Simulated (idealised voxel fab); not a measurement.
process module | voxel wiring stack
cross-section cut | 230 nm wide | cells 5 nm
A cross-section is a grid of square cells, given in bands from the top down. A band is one or more rows of cells.
Each band's line starts with the height of the band's top and of its bottom, in nm. Then come its materials from left to right, each with its width in nm. One material with "throughout" fills the band from edge to edge. "air" is empty space.
Height 0 is the level under which the wafer as received is all one material. The lowest band goes on downwards, as in "0 down".
A width such as "30 to 40" changes by the same amount from each row of cells to the next, from the band's top row to its bottom row.
"no change" after a step means that no cell of the cross-section changed.
closed voids: empty space of 8 cells or more with no open way to the top, each as width x height at its distance from the left edge, in nm
after a step's settings: what the simulator itself notes on the step
overlay nm, on a step with a mask: how far to the right of its planned place the mask lay; to the left if negative
plan
1 op RECEIVE | material Si
2 op CONFORMAL_DEP | material SiO2 | thk nm 10
3 op DIRECTIONAL_DEP | material TiN | thk nm 5
4 op DIRECTIONAL_DEP | material Ru | thk nm 25
5 op PATTERN | tone cover | mask id METAL_1 | material resist | width nm 20 | pitch nm 35 | thk nm 15 | overlay nm 0
6 op DIRECTIONAL_ETCH | etch materials Ru | depth nm 25
7 op DIRECTIONAL_ETCH | etch materials TiN | depth nm 5
8 op STRIP | etch materials resist
9 op CONFORMAL_DEP | material SiCN | thk nm 5
10 op FILL_DEP | material SiO2 | thk nm 10
11 op CMP | height nm 40
12 op CONFORMAL_DEP | material SiCN | thk nm 5
13 op DIRECTIONAL_DEP | material SiO2 | thk nm 20
14 op MASKED_ETCH | tone open | mask id PLUG_1 | width nm 15 | pitch nm 70 | etch materials SiO2 | depth nm 20 | overlay nm 0
15 op MASKED_ETCH | tone open | mask id PLUG_1 | width nm 15 | pitch nm 70 | etch materials SiCN | depth nm 5 | overlay nm 0
16 op EPI | material Ru | thk nm 10
17 op EPI | material Ru | thk nm 10
18 op EPI | material Ru | thk nm 5
19 op CONFORMAL_DEP | material SiCN | thk nm 5
20 op DIRECTIONAL_DEP | material SiO2 | thk nm 15
21 op DIRECTIONAL_DEP | material aC | thk nm 10
22 op PATTERN | tone open | mask id METAL_2 | material resist | width nm 20 | pitch nm 35 | thk nm 25 | overlay nm 0
23 op DIRECTIONAL_ETCH | etch materials aC | depth nm 10
24 op STRIP | etch materials resist
25 op DIRECTIONAL_ETCH | etch materials SiO2 | depth nm 15
26 op DIRECTIONAL_ETCH | etch materials SiCN | depth nm 5
27 op STRIP | etch materials aC
28 op CONFORMAL_DEP | material TiN | thk nm 5
29 op FILL_DEP | material Ru | thk nm 10
30 op CMP | height nm 85
31 op CONFORMAL_DEP | material SiCN | thk nm 5
32 op DIRECTIONAL_DEP | material SiO2 | thk nm 20
33 op PATTERN | tone open | mask id PLUG_2 | material resist | width nm 15 | pitch nm 70 | thk nm 20 | overlay nm 0
34 op DIRECTIONAL_ETCH | etch materials SiO2 | depth nm 20
35 op DIRECTIONAL_ETCH | etch materials SiCN | depth nm 5
36 op STRIP | etch materials resist
37 op CONFORMAL_DEP | material TiN | thk nm 5
38 op FILL_DEP | material Ru | thk nm 5
39 op CMP | height nm 110
40 op CONFORMAL_DEP | material SiN | thk nm 5
41 op DIRECTIONAL_DEP | material lowk | thk nm 20
42 op PATTERN | tone open | mask id METAL_3 | material resist | width nm 20 | pitch nm 35 | thk nm 15 | overlay nm 0
43 op DIRECTIONAL_ETCH | etch materials lowk | depth nm 20
44 op DIRECTIONAL_ETCH | etch materials SiN | depth nm 5
45 op STRIP | etch materials resist
46 op CONFORMAL_DEP | material TiN | thk nm 5
47 op FILL_DEP | material Cu | thk nm 5
48 op CMP | height nm 135
49 op CONFORMAL_DEP | material SiCN | thk nm 5
50 op DIRECTIONAL_DEP | material lowk | thk nm 25
51 op MASKED_ETCH | tone open | mask id METAL_4_HOLES | width nm 15 | pitch nm 35 | etch materials lowk | depth nm 25 | overlay nm 0
52 op MASKED_ETCH | tone open | mask id METAL_4 | width nm 20 | pitch nm 35 | etch materials lowk | depth nm 15 | overlay nm 0
53 op MASKED_ETCH | tone open | mask id METAL_4 | width nm 20 | pitch nm 35 | etch materials SiCN | depth nm 5 | overlay nm 0
54 op CONFORMAL_DEP | material TiN | thk nm 5
55 op FILL_DEP | material Cu | thk nm 10
56 op CMP | height nm 165
57 op CONFORMAL_DEP | material SiCN | thk nm 5
as received, after step 1
  0 down: Si throughout
  closed voids: none
a wafer at the end: this start, this plan, one mistake
  170 to 165: SiCN throughout
  165 to 155: lowk 50 | TiN 5 | Cu 10 | TiN 5 | lowk 15 | TiN 5 | Cu 10 | TiN 5 | lowk 15 | TiN 5 | Cu 10 | TiN 5 | lowk 15 | TiN 5 | Cu 10 | TiN 5 | lowk 55
  155 to 150: lowk 50 | TiN 5 | Cu 5 | TiN 10 | lowk 15 | TiN 5 | Cu 5 | TiN 10 | lowk 15 | TiN 5 | Cu 5 | TiN 10 | lowk 15 | TiN 5 | Cu 5 | TiN 10 | lowk 55
  150 to 140: lowk 50 | TiN 5 | Cu 5 | TiN 5 | lowk 20 | TiN 5 | Cu 5 | TiN 5 | lowk 20 | TiN 5 | Cu 5 | TiN 5 | lowk 20 | TiN 5 | Cu 5 | TiN 5 | lowk 60
  140 to 135: SiCN 50 | TiN 15 | SiCN 20 | TiN 15 | SiCN 20 | TiN 15 | SiCN 20 | TiN 15 | SiCN 60
  135 to 115: lowk 50 | TiN 5 | Cu 10 | TiN 5 | lowk 15 | TiN 5 | Cu 10 | TiN 5 | lowk 15 | TiN 5 | Cu 10 | TiN 5 | lowk 15 | TiN 5 | Cu 10 | TiN 5 | lowk 55
  115 to 110: SiN 50 | TiN 20 | SiN 15 | TiN 20 | SiN 15 | TiN 20 | SiN 15 | TiN 20 | SiN 55
  110 to 90: SiO2 50 | TiN 5 | Ru 5 | TiN 5 | SiO2 55 | TiN 5 | Ru 5 | TiN 5 | SiO2 95
  90 to 85: SiCN 50 | TiN 15 | SiCN 55 | TiN 15 | SiCN 95
  85 to 80: TiN 40 | SiO2 10 | TiN 5 | Ru 10 | TiN 5 | SiO2 5 | TiN 15 | Ru 10 | TiN 10 | SiO2 10 | TiN 5 | Ru 10 | TiN 5 | SiO2 5 | TiN 15 | Ru 10 | TiN 60
  80 to 70: SiO2 50 | TiN 5 | Ru 10 | TiN 5 | SiO2 15 | TiN 5 | Ru 10 | TiN 5 | SiO2 15 | TiN 5 | Ru 10 | TiN 5 | SiO2 15 | TiN 5 | Ru 10 | TiN 5 | SiO2 55
  70 to 65: SiO2 40 | SiCN 10 | TiN 20 | SiCN 5 | SiO2 10 | TiN 5 | Ru 10 | TiN 5 | SiO2 5 | SiCN 10 | TiN 20 | SiCN 5 | SiO2 10 | TiN 5 | Ru 10 | TiN 5 | SiO2 55
  65 to 60: SiCN 45 | Ru 25 | SiCN 15 | TiN 20 | SiCN 10 | Ru 25 | SiCN 15 | TiN 20 | SiCN 55
  60 to 45: SiO2 50 | Ru 15 | SiO2 55 | Ru 15 | SiO2 95
  45 to 40: SiCN 50 | Ru 15 | SiCN 55 | Ru 15 | SiCN 95
  40 to 15: SiO2 45 | SiCN 5 | Ru 20 | SiCN 5 | SiO2 5 | SiCN 5 | Ru 20 | SiCN 5 | SiO2 5 | SiCN 5 | Ru 20 | SiCN 5 | SiO2 5 | SiCN 5 | Ru 20 | SiCN 5 | SiO2 50
  15 to 10: SiCN 50 | TiN 20 | SiCN 15 | TiN 20 | SiCN 15 | TiN 20 | SiCN 15 | TiN 20 | SiCN 55
  10 to 0: SiO2 throughout
  0 down: Si throughout
  closed voids: none
what went wrong: step 13 ran as: op DIRECTIONAL_DEP | material SiO2 | thk nm 15
